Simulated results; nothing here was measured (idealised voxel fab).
You're looking at the process module voxel fin reveal.
Pictured: cross-section cut, 295 nm wide, on a grid of 5 nm square cells.
The cross-sections in this document take the form of a grid made of square cells. They are written out as bands, in order from top to bottom. Each band consists of one or more rows of cells. Heights first: top, then bottom, in nm. Then materials, left to right, each with a width in nm. "throughout" on a single material: fills the band edge to edge. "blank": empty space. The level at which height equals 0 is the one under which the wafer, as it arrives, is entirely one material. No lower edge exists for the bottom band, which continues downward and is notated as in "0 nm and below". The expression "30 to 40" gives the width at the extremes of the band, the first number at its top row of cells and the second at its bottom row, with the width changing by equal amounts from each row to the next in between. The cross-section has no changed cell in any step marked "remains unaltered". Enclosed voids (no open way to top), threshold 8 cells or more, entry "Closed-off voids", notation width x height at distance, distance from left edge, nm. On each step's line, the part that comes after the settings is the simulator's own comment on the step. A step line may carry the setting "overlay nm", which, for steps involving a mask, states the distance by which the mask lay to the right of its intended position; negative values denote displacement to the left.
This section lists the process steps that were planned:
1) RECEIVE [material Si]
2) CONFORMAL_DEP [material SiN] [thk nm 10]
3) DIRECTIONAL_DEP [material aC] [thk nm 10]
4) PATTERN [tone cover] [mask id FINS] [material resist] [width nm 15] [pitch nm 45] [thk nm 30] [overlay nm 0]
5) DIRECTIONAL_ETCH [etch materials aC] [depth nm 10]
6) STRIP [etch materials resist]
7) DIRECTIONAL_ETCH [etch materials SiN] [depth nm 10]
8) DIRECTIONAL_ETCH [etch materials Si] [depth nm 40]
9) STRIP [etch materials aC]
10) FILL_DEP [material SiO2] [thk nm 5]
11) CMP [height nm 10]
12) SELECTIVE_ETCH [etch materials SiO2] [depth nm 25]
13) STRIP [etch materials SiN]
Wafer at receipt (post step 1), cross-section:
	0 nm and below = Si throughout
	Closed-off voids: none
Look at the cross-section after the module: the wafer started out the way shown above and the plan was the one shown above, yet one mistake was made along the way:
	0 nm to -15 nm = 70 nm blank; 20 nm Si; 25 nm blank; 20 nm Si; 25 nm blank; 20 nm Si; 25 nm blank; 20 nm Si; 70 nm blank
	-15 nm to -40 nm = 70 nm SiO2; 20 nm Si; 25 nm SiO2; 20 nm Si; 25 nm SiO2; 20 nm Si; 25 nm SiO2; 20 nm Si; 70 nm SiO2
	-40 nm and below = Si throughout
	Closed-off voids: none
Which mistake was made when the wafer was run? in deviation from the planned setting, step 4 was conducted as PATTERN [tone cover] [mask id FINS] [material resist] [width nm 20] [pitch nm 45] [thk nm 30] [overlay nm 0]
